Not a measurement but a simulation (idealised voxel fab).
The process module that follows is named voxel released beams.
This is section cut - it's 255 nm across, gridded in 5 nm square cells.
Just so we're on the same page, the cross-sections are grids of square cells, and they're listed out in bands top to bottom, each band one or more rows deep.
In this notation a band is specified by the heights of its top and bottom, in that order and in nm, after which its materials appear from left to right, each paired with its width in nm. The word "everywhere" attached to a single material means that material fills the band from edge to edge; the word "air" stands for empty space.
Zero point of the height axis is 0; under it, received wafer = one material. Lowest band: continues down indefinitely, "0 and below".
Note: "30..40" means the width goes from the first number (top row of the band) to the second number (bottom row) in equal steps per row of cells.
When a step is marked "changes: none", none of the cells in the cross-section changed during that step.
Closed empty spaces (no open way to the top) of 8 cells or more are what "Sealed internal cavities" lists, each as width x height at distance from the left edge, nm for all three.
On a step's line, text after the settings is the simulator commenting on that step.
overlay nm: mask right of planned place by this much (step with mask). Neg. = left.
-- The process steps that were planned are listed below
1) RECEIVE [material Si]
2) CONFORMAL_DEP [material Al2O3] [thk nm 10]
3) DIRECTIONAL_DEP [material SiO2] [thk nm 10]
4) DIRECTIONAL_DEP [material aC] [thk nm 15]
5) PATTERN [tone open] [mask id ANCHOR] [material resist] [width nm 30] [thk nm 35] [overlay nm 0]
6) DIRECTIONAL_ETCH [etch materials aC] [depth nm 15]
7) STRIP [etch materials resist]
8) DIRECTIONAL_ETCH [etch materials SiO2] [depth nm 10]
9) STRIP [etch materials aC]
10) CONFORMAL_DEP [material SiN] [thk nm 10]
11) MASKED_ETCH [tone cover] [mask id BEAM] [width nm 100] [etch materials SiN] [depth nm 10] [overlay nm 0]
12) STRIP [etch materials SiO2]
-- Step 1 complete: cross-section of the wafer as received
> 0 and below | Si everywhere
> Sealed internal cavities: none
-- Post-module cross-section of the first of two wafers (run per plan)
> 30 down to 20 | air (75) / SiN (15) / air (10) / SiN (75) / air (80)
> 20 down to 10 | air (80) / SiN (30) / air (145)
> 10 down to 0 | Al2O3 everywhere
> 0 and below | Si everywhere
> Sealed internal cavities: none
-- Module end: cross-section of wafer two of two. Same start and process plan as the first wafer. One mistake during execution
> 30 down to 20 | Al2O3 (90) / air (10) / Al2O3 (155)
> 20 down to 10 | SiO2 (80) / Al2O3 (30) / SiO2 (145)
> 10 down to 0 | Al2O3 everywhere
> 0 and below | Si everywhere
> Sealed internal cavities: none
In executing the process, a mistake was made relative to the plan: step 10 changed vs plan, executed as CONFORMAL_DEP [material Al2O3] [thk nm 10]
Heads up, by the end the second wafer has more or fewer cells of some materials compared to the first: +110 Al2O3 | -48 SiN | +90 SiO2
